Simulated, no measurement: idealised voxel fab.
process module | voxel gate over fins
cross-section cut | 265 nm wide | cells 5 nm
A cross-section is a grid of square cells, given in bands from the top down. A band is one or more rows of cells.
Each band's line starts with the height of the band's top and of its bottom, in nm. Then come its materials from left to right, each with its width in nm. One material with "throughout" fills the band from edge to edge. "air" is empty space.
Height 0 is the level under which the wafer as received is all one material. The lowest band goes on downwards, as in "0 down".
A width such as "30 to 40" changes by the same amount from each row of cells to the next, from the band's top row to its bottom row.
"no change" after a step means that no cell of the cross-section changed.
closed voids: empty space of 8 cells or more with no open way to the top, each as width x height at its distance from the left edge, in nm
after a step's settings: what the simulator itself notes on the step
overlay nm, on a step with a mask: how far to the right of its planned place the mask lay; to the left if negative
plan
1 op RECEIVE | material Si
2 op CONFORMAL_DEP | material SiN | thk nm 5
3 op DIRECTIONAL_DEP | material aC | thk nm 15
4 op PATTERN | tone cover | mask id FINS | material resist | width nm 15 | pitch nm 40 | thk nm 35 | overlay nm 0
5 op DIRECTIONAL_ETCH | etch materials aC | depth nm 15
6 op STRIP | etch materials resist
7 op DIRECTIONAL_ETCH | etch materials SiN | depth nm 5
8 op DIRECTIONAL_ETCH | etch materials Si | depth nm 40
9 op STRIP | etch materials aC
10 op FILL_DEP | material SiO2 | thk nm 10
11 op CMP | height nm 5
12 op SELECTIVE_ETCH | etch materials SiO2 | depth nm 15
13 op STRIP | etch materials SiN
14 op CONFORMAL_DEP | material HfO2 | thk nm 5
15 op CONFORMAL_DEP | material TiN | thk nm 5
16 op FILL_DEP | material W | thk nm 15
17 op CMP | height nm 20
18 op CONFORMAL_DEP | material SiCN | thk nm 5
first wafer, as planned
as received, after step 1
  0 down: Si throughout
  closed voids: none
after step 2
  5 to 0: SiN throughout
  below 0: unchanged
after step 3
  20 to 5: aC throughout
  below 5: unchanged
after step 4
  55 to 20: air 105 | resist 15 | air 25 | resist 15 | air 105
  below 20: unchanged
after step 5
  40 to 20: air 105 | resist 15 | air 25 | resist 15 | air 105
  20 to 5: air 105 | aC 15 | air 25 | aC 15 | air 105
  below 5: unchanged
after step 6
  20 to 5: air 105 | aC 15 | air 25 | aC 15 | air 105
  below 5: unchanged
after step 7
  20 to 5: air 105 | aC 15 | air 25 | aC 15 | air 105
  5 to 0: air 105 | SiN 15 | air 25 | SiN 15 | air 105
  below 0: unchanged
after step 8
  20 to 5: air 105 | aC 15 | air 25 | aC 15 | air 105
  5 to 0: air 105 | SiN 15 | air 25 | SiN 15 | air 105
  0 to -40: air 105 | Si 15 | air 25 | Si 15 | air 105
  below -40: unchanged
after step 9
  5 to 0: air 105 | SiN 15 | air 25 | SiN 15 | air 105
  below 0: unchanged
after step 10
  15 to 5: SiO2 throughout
  5 to 0: SiO2 105 | SiN 15 | SiO2 25 | SiN 15 | SiO2 105
  0 to -40: SiO2 105 | Si 15 | SiO2 25 | Si 15 | SiO2 105
  below -40: unchanged
after step 11
  5 to 0: SiO2 105 | SiN 15 | SiO2 25 | SiN 15 | SiO2 105
  below 0: unchanged
after step 12
  5 to 0: air 105 | SiN 15 | air 25 | SiN 15 | air 105
  0 to -10: air 105 | Si 15 | air 25 | Si 15 | air 105
  below -10: unchanged
after step 13
  0 to -10: air 105 | Si 15 | air 25 | Si 15 | air 105
  below -10: unchanged
after step 14
  5 to 0: air 100 | HfO2 25 | air 15 | HfO2 25 | air 100
  0 to -5: air 100 | HfO2 5 | Si 15 | HfO2 5 | air 15 | HfO2 5 | Si 15 | HfO2 5 | air 100
  -5 to -10: HfO2 105 | Si 15 | HfO2 25 | Si 15 | HfO2 105
  below -10: unchanged
after step 15
  10 to 5: air 95 | TiN 35 | air 5 | TiN 35 | air 95
  5 to 0: air 95 | TiN 5 | HfO2 25 | TiN 5 | air 5 | TiN 5 | HfO2 25 | TiN 5 | air 95
  0 to -5: TiN 100 | HfO2 5 | Si 15 | HfO2 5 | TiN 15 | HfO2 5 | Si 15 | HfO2 5 | TiN 100
  below -5: unchanged
after step 16
  25 to 10: W throughout
  10 to 5: W 95 | TiN 35 | W 5 | TiN 35 | W 95
  5 to 0: W 95 | TiN 5 | HfO2 25 | TiN 5 | W 5 | TiN 5 | HfO2 25 | TiN 5 | W 95
  below 0: unchanged
after step 17
  20 to 10: W throughout
  below 10: unchanged
after step 18
  25 to 20: SiCN throughout
  below 20: unchanged
second wafer: like start, like plan, one mistake. Through step 3 it matches the first wafer
when step 4 should have ended
  55 to 20: resist 105 | air 15 | resist 25 | air 15 | resist 105
  below 20: unchanged
when step 5 should have ended
  40 to 20: resist 105 | air 15 | resist 25 | air 15 | resist 105
  20 to 5: aC 105 | air 15 | aC 25 | air 15 | aC 105
  below 5: unchanged
when step 6 should have ended
  20 to 5: aC 105 | air 15 | aC 25 | air 15 | aC 105
  below 5: unchanged
when step 7 should have ended
  20 to 5: aC 105 | air 15 | aC 25 | air 15 | aC 105
  5 to 0: SiN 105 | air 15 | SiN 25 | air 15 | SiN 105
  below 0: unchanged
when step 8 should have ended
  20 to 5: aC 105 | air 15 | aC 25 | air 15 | aC 105
  5 to 0: SiN 105 | air 15 | SiN 25 | air 15 | SiN 105
  0 to -40: Si 105 | air 15 | Si 25 | air 15 | Si 105
  below -40: unchanged
when step 9 should have ended
  5 to 0: SiN 105 | air 15 | SiN 25 | air 15 | SiN 105
  below 0: unchanged
when step 10 should have ended
  15 to 5: SiO2 throughout
  5 to 0: SiN 105 | SiO2 15 | SiN 25 | SiO2 15 | SiN 105
  0 to -40: Si 105 | SiO2 15 | Si 25 | SiO2 15 | Si 105
  below -40: unchanged
when step 11 should have ended
  5 to 0: SiN 105 | SiO2 15 | SiN 25 | SiO2 15 | SiN 105
  below 0: unchanged
when step 12 should have ended
  5 to 0: SiN 105 | air 15 | SiN 25 | air 15 | SiN 105
  0 to -10: Si 105 | air 15 | Si 25 | air 15 | Si 105
  below -10: unchanged
when step 13 should have ended
  0 to -10: Si 105 | air 15 | Si 25 | air 15 | Si 105
  below -10: unchanged
when step 14 should have ended
  5 to 0: HfO2 110 | air 5 | HfO2 35 | air 5 | HfO2 110
  0 to -5: Si 105 | HfO2 5 | air 5 | HfO2 5 | Si 25 | HfO2 5 | air 5 | HfO2 5 | Si 105
  -5 to -10: Si 105 | HfO2 15 | Si 25 | HfO2 15 | Si 105
  below -10: unchanged
when step 15 should have ended
  10 to 5: TiN throughout
  5 to 0: HfO2 110 | TiN 5 | HfO2 35 | TiN 5 | HfO2 110
  0 to -5: Si 105 | HfO2 5 | TiN 5 | HfO2 5 | Si 25 | HfO2 5 | TiN 5 | HfO2 5 | Si 105
  below -5: unchanged
when step 16 should have ended
  25 to 10: W throughout
  below 10: unchanged
when step 17 should have ended
  20 to 10: W throughout
  below 10: unchanged
when step 18 should have ended
  25 to 20: SiCN throughout
  below 20: unchanged
what went wrong: step 4 ran as: op PATTERN | tone open | mask id FINS | material resist | width nm 15 | pitch nm 40 | thk nm 35 | overlay nm 0
at the end the second wafer has, in cells: 328 more of Si | 246 fewer of SiO2 | 4 fewer of TiN | 78 fewer of W
